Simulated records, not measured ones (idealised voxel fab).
Process module, titled voxel ribs on slabs
Xsec cut, 240 nm wide, square cell size 5 nm.
Cross-section layout: square cells on a grid; listed as bands, top to bottom; a band spans one or more cell rows.
What a band's entry tells you: where the top is and where the bottom is, as heights in nm, and after that what lies inside, material by material from left to right, each with its width in nm. Empty space is written as the word "air", and a single material marked with the word "all across" occupies the band from edge to edge.
Heights are reckoned from 0. Under this level, the received wafer is all of one material. The bottommost band is open-ended downward, for example "0 nm and below".
Quick explanation for "30 to 40": the width changes in equal steps down the rows of cells, from the first number in the band's top row to the second number in its bottom row.
Where a step carries "nothing was modified", the cross-section came out of it unchanged, cell for cell.
In "Closed-off voids" the enclosed voids are listed, meaning empty spaces of 8 cells or larger without any opening to the top. The form is width x height at distance, distance from the left edge, units nm.
That trailing text on a step's line, after the settings, is the simulator's own remark on the step.
"overlay nm" on a masked step: distance the mask lay right of its planned place, negative for left.

## List of planned process steps
1. RECEIVE, material Si
2. DIRECTIONAL_DEP, material SiO2, thk nm 30
3. DIRECTIONAL_DEP, material SiN, thk nm 20
4. MASKED_ETCH, tone cover, mask id RIB, width nm 30, etch materials SiN, depth nm 10, overlay nm 0
5. PATTERN, tone cover, mask id SLAB, material resist, width nm 60, thk nm 20, overlay nm 0
6. DIRECTIONAL_ETCH, etch materials SiN, depth nm 10
7. STRIP, etch materials resist
8. FILL_DEP, material SiO2, thk nm 20
9. CMP, height nm 60
10. DIRECTIONAL_DEP, material TiN, thk nm 10
11. MASKED_ETCH, tone cover, mask id HEATER, width nm 40, etch materials TiN, depth nm 10, overlay nm 0
12. CONFORMAL_DEP, material SiO2, thk nm 5

## First wafer out of two, processed as planned

## Cross-section: wafer on arrival = after step 1
    0 nm and below: Si all across
    Closed-off voids: none

## Cross-sectional representation of the wafer at the conclusion of step 2
    30 nm to 0 nm: SiO2 all across
    Nothing below the height 0 has changed.

## Cross-sectional representation of the wafer at the conclusion of step 3
    50 nm to 30 nm: SiN all across
    Nothing below the height 30 has changed.

## Cross-sectional representation of the wafer at the conclusion of step 4
    50 nm to 40 nm: air 105  SiN 30  air 105
    Nothing below the height 40 has changed.

## Cross-sectional representation of the wafer at the conclusion of step 5
    70 nm to 50 nm: air 90  resist 60  air 90
    50 nm to 40 nm: air 90  resist 15  SiN 30  resist 15  air 90
    Nothing below the height 40 has changed.

## Cross-sectional representation of the wafer at the conclusion of step 6
    70 nm to 50 nm: air 90  resist 60  air 90
    50 nm to 40 nm: air 90  resist 15  SiN 30  resist 15  air 90
    40 nm to 30 nm: air 90  SiN 60  air 90
    Nothing below the height 30 has changed.

## Cross-sectional representation of the wafer at the conclusion of step 7
    50 nm to 40 nm: air 105  SiN 30  air 105
    Nothing below the height 40 has changed.

## Cross-sectional representation of the wafer at the conclusion of step 8
    70 nm to 50 nm: SiO2 all across
    50 nm to 40 nm: SiO2 105  SiN 30  SiO2 105
    40 nm to 30 nm: SiO2 90  SiN 60  SiO2 90
    Nothing below the height 30 has changed.

## Cross-sectional representation of the wafer at the conclusion of step 9
    60 nm to 50 nm: SiO2 all across
    Nothing below the height 50 has changed.

## Cross-sectional representation of the wafer at the conclusion of step 10
    70 nm to 60 nm: TiN all across
    Nothing below the height 60 has changed.

## Cross-sectional representation of the wafer at the conclusion of step 11
    70 nm to 60 nm: air 100  TiN 40  air 100
    Nothing below the height 60 has changed.

## Cross-sectional representation of the wafer at the conclusion of step 12
    75 nm to 70 nm: air 95  SiO2 50  air 95
    70 nm to 65 nm: air 95  SiO2 5  TiN 40  SiO2 5  air 95
    65 nm to 60 nm: SiO2 100  TiN 40  SiO2 100
    Nothing below the height 60 has changed.

## What follows concerns the second wafer, which started out like the first and was meant to follow the very same plan; one mistake crept in when it was run, but everything up to and including step 1 is the same as for the first wafer

## Second wafer profile in section, at the moment step 2 of the plan was meant to be complete
    30 nm to 0 nm: SiN all across
    Nothing below the height 0 has changed.

## Second wafer profile in section, at the moment step 3 of the plan was meant to be complete
    50 nm to 0 nm: SiN all across
    Nothing below the height 0 has changed.

## Second wafer profile in section, at the moment step 4 of the plan was meant to be complete
    50 nm to 40 nm: air 105  SiN 30  air 105
    Nothing below the height 40 has changed.

## Second wafer profile in section, at the moment step 5 of the plan was meant to be complete
    70 nm to 50 nm: air 90  resist 60  air 90
    50 nm to 40 nm: air 90  resist 15  SiN 30  resist 15  air 90
    Nothing below the height 40 has changed.

## Second wafer profile in section, at the moment step 6 of the plan was meant to be complete
    70 nm to 50 nm: air 90  resist 60  air 90
    50 nm to 40 nm: air 90  resist 15  SiN 30  resist 15  air 90
    40 nm to 30 nm: air 90  SiN 60  air 90
    Nothing below the height 30 has changed.

## Second wafer profile in section, at the moment step 7 of the plan was meant to be complete
    50 nm to 40 nm: air 105  SiN 30  air 105
    Nothing below the height 40 has changed.

## Second wafer profile in section, at the moment step 8 of the plan was meant to be complete
    70 nm to 50 nm: SiO2 all across
    50 nm to 40 nm: SiO2 105  SiN 30  SiO2 105
    40 nm to 30 nm: SiO2 90  SiN 60  SiO2 90
    Nothing below the height 30 has changed.

## Second wafer profile in section, at the moment step 9 of the plan was meant to be complete
    60 nm to 50 nm: SiO2 all across
    Nothing below the height 50 has changed.

## Second wafer profile in section, at the moment step 10 of the plan was meant to be complete
    70 nm to 60 nm: TiN all across
    Nothing below the height 60 has changed.

## Second wafer profile in section, at the moment step 11 of the plan was meant to be complete
    70 nm to 60 nm: air 100  TiN 40  air 100
    Nothing below the height 60 has changed.

## Second wafer profile in section, at the moment step 12 of the plan was meant to be complete
    75 nm to 70 nm: air 95  SiO2 50  air 95
    70 nm to 65 nm: air 95  SiO2 5  TiN 40  SiO2 5  air 95
    65 nm to 60 nm: SiO2 100  TiN 40  SiO2 100
    Nothing below the height 60 has changed.
Against the plan, the run slipped here: step 2 was run on a setting that differed from the plan, and what really ran there is DIRECTIONAL_DEP, material SiN, thk nm 30
Count the cells at the end and the second wafer has more or fewer of some materials than the first: SiN +288, SiO2 -288
